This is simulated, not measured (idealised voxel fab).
This is a process module. Its name is voxel capacitor over wiring.
The cross-section on display is named cut; it measures 205 nm wide, and its cells are 5 nm squares.
How to read a cross-section here: the picture is a grid of square cells, written as bands going from the top down, and any band can span one or more rows of cells.
Heads up on the band format: heights come first, top then bottom, in nm. After that it's the materials left to right, each with its width in nm. A single material flagged "everywhere" fills the whole band edge to edge, and "air" means there's empty space there.
Where do heights start? At 0: under that level the wafer as delivered is made of one material only. And the lowest band has no floor; it just carries on downward, as in "0 down".
When a width is written as two numbers, as in "30 to 40", the first number is the width in the top row of cells of the band and the second is the width in its bottom row, and the width changes by the same amount from each row to the next.
The cross-section has no changed cell in any step marked "remained unchanged".
Empty spaces without an open route to the top, at least 8 cells in extent, make up the entry "Enclosed internal cavities"; each is given as width x height at distance, where the distance is measured from the left edge, and all are in nm.
Formally, on a step line, whatever follows the settings is a remark that the simulator itself makes on the step.
"overlay nm" denotes, for a step that has a mask, the displacement of the mask to the right of its planned place, with negative values corresponding to the left.

**This section lists the process steps that were planned**
1. RECEIVE [material Si]
2. CONFORMAL_DEP [material SiO2] [thk nm 10]
3. CONFORMAL_DEP [material SiN] [thk nm 5]
4. DIRECTIONAL_DEP [material lowk] [thk nm 20]
5. DIRECTIONAL_DEP [material aC] [thk nm 10]
6. PATTERN [tone open] [mask id METAL_1] [material resist] [width nm 20] [pitch nm 70] [thk nm 25] [overlay nm 0]
7. DIRECTIONAL_ETCH [etch materials aC] [depth nm 10]
8. STRIP [etch materials resist]
9. DIRECTIONAL_ETCH [etch materials lowk] [depth nm 20]
10. DIRECTIONAL_ETCH [etch materials SiN] [depth nm 5]
11. STRIP [etch materials aC]
12. CONFORMAL_DEP [material TiN] [thk nm 5]
13. FILL_DEP [material Cu] [thk nm 10]
14. CMP [height nm 35]
15. CONFORMAL_DEP [material SiCN] [thk nm 5]
16. DIRECTIONAL_DEP [material SiO2] [thk nm 15]
17. DIRECTIONAL_DEP [material aC] [thk nm 15]
18. PATTERN [tone open] [mask id PLUG_1] [material resist] [width nm 15] [thk nm 30] [overlay nm 0]
19. DIRECTIONAL_ETCH [etch materials aC] [depth nm 15]
20. STRIP [etch materials resist]
21. DIRECTIONAL_ETCH [etch materials SiO2] [depth nm 15]
22. DIRECTIONAL_ETCH [etch materials SiCN] [depth nm 5]
23. STRIP [etch materials aC]
24. EPI [material Ru] [thk nm 10]
25. EPI [material Ru] [thk nm 10]
26. DIRECTIONAL_DEP [material TiN] [thk nm 10]
27. DIRECTIONAL_DEP [material SiN] [thk nm 5]
28. DIRECTIONAL_DEP [material TiN] [thk nm 10]
29. DIRECTIONAL_DEP [material aC] [thk nm 15]
30. PATTERN [tone cover] [mask id UPPER_PLATE] [material resist] [width nm 55] [thk nm 35] [overlay nm 0]
31. DIRECTIONAL_ETCH [etch materials aC] [depth nm 15]
32. STRIP [etch materials resist]
33. DIRECTIONAL_ETCH [etch materials TiN] [depth nm 10]
34. DIRECTIONAL_ETCH [etch materials SiN] [depth nm 5]
35. STRIP [etch materials aC]
36. MASKED_ETCH [tone cover] [mask id LOWER_PLATE] [width nm 65] [etch materials TiN] [depth nm 10] [overlay nm 0]
37. FILL_DEP [material SiO2] [thk nm 20]
38. CMP [height nm 95]
39. MASKED_ETCH [tone open] [mask id PLUG_2] [width nm 15] [etch materials SiO2] [depth nm 15] [overlay nm 0]
40. CONFORMAL_DEP [material TiN] [thk nm 5]
41. FILL_DEP [material Cu] [thk nm 5]
42. CMP [height nm 95]
43. CONFORMAL_DEP [material SiCN] [thk nm 5]
Split variable: width nm, step 39. Plan value = first wafer. Wafers start alike.

**First of several wafers (as received, post step 1), cross-sectional view**
- 0 down | Si everywhere
- Enclosed internal cavities: none

**The table below has one row for each wafer; a row shows, as of the end of the module, how many cells of each material the wafer has gained, marked (+), or lost, marked (-), since it was received, and then the wafer's closed voids**
width nm 15, +18 Cu, +12 Ru, +79 SiCN, +44 SiN, +456 SiO2, +79 TiN, +132 lowk, Enclosed internal cavities: none
width nm 20, +20 Cu, +12 Ru, +79 SiCN, +44 SiN, +453 SiO2, +80 TiN, +132 lowk, Enclosed internal cavities: none
width nm 25, +22 Cu, +12 Ru, +79 SiCN, +44 SiN, +450 SiO2, +81 TiN, +132 lowk, Enclosed internal cavities: none
width nm 30, +24 Cu, +12 Ru, +79 SiCN, +44 SiN, +447 SiO2, +82 TiN, +132 lowk, Enclosed internal cavities: none
